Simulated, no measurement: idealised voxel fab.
The following process module bears the name voxel wiring stack.
Displayed cross-section: cut, width of 300 nm, square cells sized 5 nm.
Just so we're on the same page, the cross-sections are grids of square cells, and they're listed out in bands top to bottom, each band one or more rows deep.
Band: top and bottom heights (nm) first, top before bottom; then materials from left to right, widths in nm. "all across" marks a sole material filling the band edge to edge. "air" denotes empty space.
Height reference: 0 = level under which incoming wafer is all one material. Lowest band: no bottom, runs on downward, e.g. "0 down".
It should be noted that a width expressed as "30->40" varies in equal increments from row to row of cells within the band, taking the value of the first number at the top row and that of the second number at the bottom row.
For the purposes of this document, the phrase "changes: none" attached to a step denotes that no cell within the cross-section was modified by that step.
What "Closed void table" gives you is every empty space of 8 cells or more that is cut off from the top. Each appears as width x height at distance, with the distance taken from the left edge and width, height and distance all in nm.
What comes after the settings on a step's line is commentary from the simulator itself on that step.
If you see "overlay nm" on a step's line and that step has a mask, it's telling you how far right of where it was planned the mask ended up; a negative number means it went left instead.

**Below is the list of planned process steps**
step 1: RECEIVE: material Si
step 2: CONFORMAL_DEP: material SiO2, thk nm 15
step 3: CONFORMAL_DEP: material SiN, thk nm 5
step 4: DIRECTIONAL_DEP: material SiO2, thk nm 15
step 5: DIRECTIONAL_DEP: material aC, thk nm 10
step 6: PATTERN: tone open, mask id METAL_1, material resist, width nm 20, pitch nm 55, thk nm 25, overlay nm 0
step 7: DIRECTIONAL_ETCH: etch materials aC, depth nm 10
step 8: STRIP: etch materials resist
step 9: DIRECTIONAL_ETCH: etch materials SiO2, depth nm 15
step 10: DIRECTIONAL_ETCH: etch materials SiN, depth nm 5
step 11: STRIP: etch materials aC
step 12: CONFORMAL_DEP: material TiN, thk nm 5
step 13: FILL_DEP: material Ru, thk nm 10
step 14: CMP: height nm 35
step 15: CONFORMAL_DEP: material SiCN, thk nm 5
step 16: DIRECTIONAL_DEP: material lowk, thk nm 30
step 17: PATTERN: tone open, mask id METAL_2, material resist, width nm 30, pitch nm 55, thk nm 20, overlay nm 0
step 18: DIRECTIONAL_ETCH: etch materials lowk, depth nm 20
step 19: STRIP: etch materials resist
step 20: MASKED_ETCH: tone open, mask id METAL_2_HOLES, width nm 15, pitch nm 55, etch materials lowk, depth nm 10, overlay nm 0
step 21: MASKED_ETCH: tone open, mask id METAL_2_HOLES, width nm 15, pitch nm 55, etch materials SiCN, depth nm 5, overlay nm 0
step 22: CONFORMAL_DEP: material TiN, thk nm 5
step 23: FILL_DEP: material Cu, thk nm 10
step 24: CMP: height nm 70
step 25: CONFORMAL_DEP: material SiCN, thk nm 5
step 26: DIRECTIONAL_DEP: material SiO2, thk nm 30
step 27: MASKED_ETCH: tone open, mask id METAL_3_HOLES, width nm 15, pitch nm 55, etch materials SiO2, depth nm 30, overlay nm 0
step 28: MASKED_ETCH: tone open, mask id METAL_3, width nm 30, pitch nm 55, etch materials SiO2, depth nm 20, overlay nm 0
step 29: MASKED_ETCH: tone open, mask id METAL_3, width nm 30, pitch nm 55, etch materials SiCN, depth nm 5, overlay nm 0
step 30: CONFORMAL_DEP: material TiN, thk nm 5
step 31: FILL_DEP: material Cu, thk nm 5
step 32: CMP: height nm 105
step 33: CONFORMAL_DEP: material SiCN, thk nm 5
step 34: DIRECTIONAL_DEP: material lowk, thk nm 30
step 35: MASKED_ETCH: tone open, mask id METAL_4_HOLES, width nm 15, pitch nm 55, etch materials lowk, depth nm 30, overlay nm 0
step 36: DIRECTIONAL_DEP: material aC, thk nm 10
step 37: PATTERN: tone open, mask id METAL_4, material resist, width nm 30, pitch nm 55, thk nm 30, overlay nm 0
step 38: DIRECTIONAL_ETCH: etch materials aC, depth nm 10
step 39: STRIP: etch materials resist
step 40: DIRECTIONAL_ETCH: etch materials lowk, depth nm 20
step 41: DIRECTIONAL_ETCH: etch materials SiCN, depth nm 5
step 42: STRIP: etch materials aC
step 43: CONFORMAL_DEP: material TiN, thk nm 5
step 44: FILL_DEP: material Cu, thk nm 5
step 45: CMP: height nm 140
step 46: CONFORMAL_DEP: material SiN, thk nm 5
For clarity, it should be stated that the wafers under discussion commence in an identical condition and differ with respect to the width nm of step 6, the plan indicating the value that the first wafer had.

**Sectional view: first of several wafers, as received, after step 1**
> 0 down = Si all across
> Closed void table: none

**Here's the first of several wafers in cross-section, end of the module, after the last step, step 46**
> 145 to 140 = SiN all across
> 140 to 125 = lowk 80 nm / TiN 5 nm / Cu 20 nm / TiN 5 nm / lowk 25 nm / TiN 5 nm / Cu 20 nm / TiN 5 nm / lowk 25 nm / TiN 5 nm / Cu 20 nm / TiN 5 nm / lowk 80 nm
> 125 to 120 = lowk 80 nm / TiN 5 nm / Cu 5 nm / TiN 20 nm / lowk 25 nm / TiN 5 nm / Cu 5 nm / TiN 20 nm / lowk 25 nm / TiN 5 nm / Cu 5 nm / TiN 20 nm / lowk 80 nm
> 120 to 110 = lowk 80 nm / TiN 5 nm / Cu 5 nm / TiN 5 nm / lowk 40 nm / TiN 5 nm / Cu 5 nm / TiN 5 nm / lowk 40 nm / TiN 5 nm / Cu 5 nm / TiN 5 nm / lowk 95 nm
> 110 to 105 = SiCN 80 nm / TiN 15 nm / SiCN 40 nm / TiN 15 nm / SiCN 40 nm / TiN 15 nm / SiCN 95 nm
> 105 to 90 = SiO2 80 nm / TiN 5 nm / Cu 20 nm / TiN 5 nm / SiO2 25 nm / TiN 5 nm / Cu 20 nm / TiN 5 nm / SiO2 25 nm / TiN 5 nm / Cu 20 nm / TiN 5 nm / SiO2 80 nm
> 90 to 85 = SiO2 80 nm / TiN 5 nm / Cu 5 nm / TiN 20 nm / SiO2 25 nm / TiN 5 nm / Cu 5 nm / TiN 20 nm / SiO2 25 nm / TiN 5 nm / Cu 5 nm / TiN 20 nm / SiO2 80 nm
> 85 to 75 = SiO2 80 nm / TiN 5 nm / Cu 5 nm / TiN 5 nm / SiO2 40 nm / TiN 5 nm / Cu 5 nm / TiN 5 nm / SiO2 40 nm / TiN 5 nm / Cu 5 nm / TiN 5 nm / SiO2 95 nm
> 75 to 70 = SiCN 80 nm / TiN 15 nm / SiCN 40 nm / TiN 15 nm / SiCN 40 nm / TiN 15 nm / SiCN 95 nm
> 70 to 55 = lowk 80 nm / TiN 5 nm / Cu 20 nm / TiN 5 nm / lowk 25 nm / TiN 5 nm / Cu 20 nm / TiN 5 nm / lowk 25 nm / TiN 5 nm / Cu 20 nm / TiN 5 nm / lowk 80 nm
> 55 to 50 = lowk 80 nm / TiN 5 nm / Cu 5 nm / TiN 20 nm / lowk 25 nm / TiN 5 nm / Cu 5 nm / TiN 20 nm / lowk 25 nm / TiN 5 nm / Cu 5 nm / TiN 20 nm / lowk 80 nm
> 50 to 40 = lowk 80 nm / TiN 5 nm / Cu 5 nm / TiN 5 nm / lowk 40 nm / TiN 5 nm / Cu 5 nm / TiN 5 nm / lowk 40 nm / TiN 5 nm / Cu 5 nm / TiN 5 nm / lowk 95 nm
> 40 to 35 = SiCN 80 nm / TiN 15 nm / SiCN 40 nm / TiN 15 nm / SiCN 40 nm / TiN 15 nm / SiCN 95 nm
> 35 to 20 = SiO2 85 nm / TiN 5 nm / Ru 10 nm / TiN 5 nm / SiO2 35 nm / TiN 5 nm / Ru 10 nm / TiN 5 nm / SiO2 35 nm / TiN 5 nm / Ru 10 nm / TiN 5 nm / SiO2 85 nm
> 20 to 15 = SiN 85 nm / TiN 20 nm / SiN 35 nm / TiN 20 nm / SiN 35 nm / TiN 20 nm / SiN 85 nm
> 15 to 0 = SiO2 all across
> 0 down = Si all across
> Closed void table: none

**End of module: cross-section, last of several wafers**
> 145 to 140 = SiN all across
> 140 to 125 = lowk 80 nm / TiN 5 nm / Cu 20 nm / TiN 5 nm / lowk 25 nm / TiN 5 nm / Cu 20 nm / TiN 5 nm / lowk 25 nm / TiN 5 nm / Cu 20 nm / TiN 5 nm / lowk 80 nm
> 125 to 120 = lowk 80 nm / TiN 5 nm / Cu 5 nm / TiN 20 nm / lowk 25 nm / TiN 5 nm / Cu 5 nm / TiN 20 nm / lowk 25 nm / TiN 5 nm / Cu 5 nm / TiN 20 nm / lowk 80 nm
> 120 to 110 = lowk 80 nm / TiN 5 nm / Cu 5 nm / TiN 5 nm / lowk 40 nm / TiN 5 nm / Cu 5 nm / TiN 5 nm / lowk 40 nm / TiN 5 nm / Cu 5 nm / TiN 5 nm / lowk 95 nm
> 110 to 105 = SiCN 80 nm / TiN 15 nm / SiCN 40 nm / TiN 15 nm / SiCN 40 nm / TiN 15 nm / SiCN 95 nm
> 105 to 90 = SiO2 80 nm / TiN 5 nm / Cu 20 nm / TiN 5 nm / SiO2 25 nm / TiN 5 nm / Cu 20 nm / TiN 5 nm / SiO2 25 nm / TiN 5 nm / Cu 20 nm / TiN 5 nm / SiO2 80 nm
> 90 to 85 = SiO2 80 nm / TiN 5 nm / Cu 5 nm / TiN 20 nm / SiO2 25 nm / TiN 5 nm / Cu 5 nm / TiN 20 nm / SiO2 25 nm / TiN 5 nm / Cu 5 nm / TiN 20 nm / SiO2 80 nm
> 85 to 75 = SiO2 80 nm / TiN 5 nm / Cu 5 nm / TiN 5 nm / SiO2 40 nm / TiN 5 nm / Cu 5 nm / TiN 5 nm / SiO2 40 nm / TiN 5 nm / Cu 5 nm / TiN 5 nm / SiO2 95 nm
> 75 to 70 = SiCN 80 nm / TiN 15 nm / SiCN 40 nm / TiN 15 nm / SiCN 40 nm / TiN 15 nm / SiCN 95 nm
> 70 to 55 = lowk 80 nm / TiN 5 nm / Cu 20 nm / TiN 5 nm / lowk 25 nm / TiN 5 nm / Cu 20 nm / TiN 5 nm / lowk 25 nm / TiN 5 nm / Cu 20 nm / TiN 5 nm / lowk 80 nm
> 55 to 50 = lowk 80 nm / TiN 5 nm / Cu 5 nm / TiN 20 nm / lowk 25 nm / TiN 5 nm / Cu 5 nm / TiN 20 nm / lowk 25 nm / TiN 5 nm / Cu 5 nm / TiN 20 nm / lowk 80 nm
> 50 to 40 = lowk 80 nm / TiN 5 nm / Cu 5 nm / TiN 5 nm / lowk 40 nm / TiN 5 nm / Cu 5 nm / TiN 5 nm / lowk 40 nm / TiN 5 nm / Cu 5 nm / TiN 5 nm / lowk 95 nm
> 40 to 35 = SiCN 80 nm / TiN 15 nm / SiCN 40 nm / TiN 15 nm / SiCN 40 nm / TiN 15 nm / SiCN 95 nm
> 35 to 20 = SiO2 75 nm / TiN 5 nm / Ru 30 nm / TiN 5 nm / SiO2 15 nm / TiN 5 nm / Ru 30 nm / TiN 5 nm / SiO2 15 nm / TiN 5 nm / Ru 30 nm / TiN 5 nm / SiO2 75 nm
> 20 to 15 = SiN 75 nm / TiN 40 nm / SiN 15 nm / TiN 40 nm / SiN 15 nm / TiN 40 nm / SiN 75 nm
> 15 to 0 = SiO2 all across
> 0 down = Si all across
> Closed void table: none

**The rows of the table below are wafers. Looking at the end of the module, a row counts, for every material, the cells the wafer has gained, shown as (+), or lost, shown as (-), since it was received; its closed voids come next**
width nm 20; +135 Cu; +18 Ru; +153 SiCN; +108 SiN; +594 SiO2; +192 TiN; +540 lowk; Closed void table: none
width nm 25; +135 Cu; +27 Ru; +153 SiCN; +105 SiN; +585 SiO2; +195 TiN; +540 lowk; Closed void table: none
width nm 30; +135 Cu; +36 Ru; +153 SiCN; +102 SiN; +576 SiO2; +198 TiN; +540 lowk; Closed void table: none
width nm 35; +135 Cu; +45 Ru; +153 SiCN; +99 SiN; +567 SiO2; +201 TiN; +540 lowk; Closed void table: none
width nm 40; +135 Cu; +54 Ru; +153 SiCN; +96 SiN; +558 SiO2; +204 TiN; +540 lowk; Closed void table: none
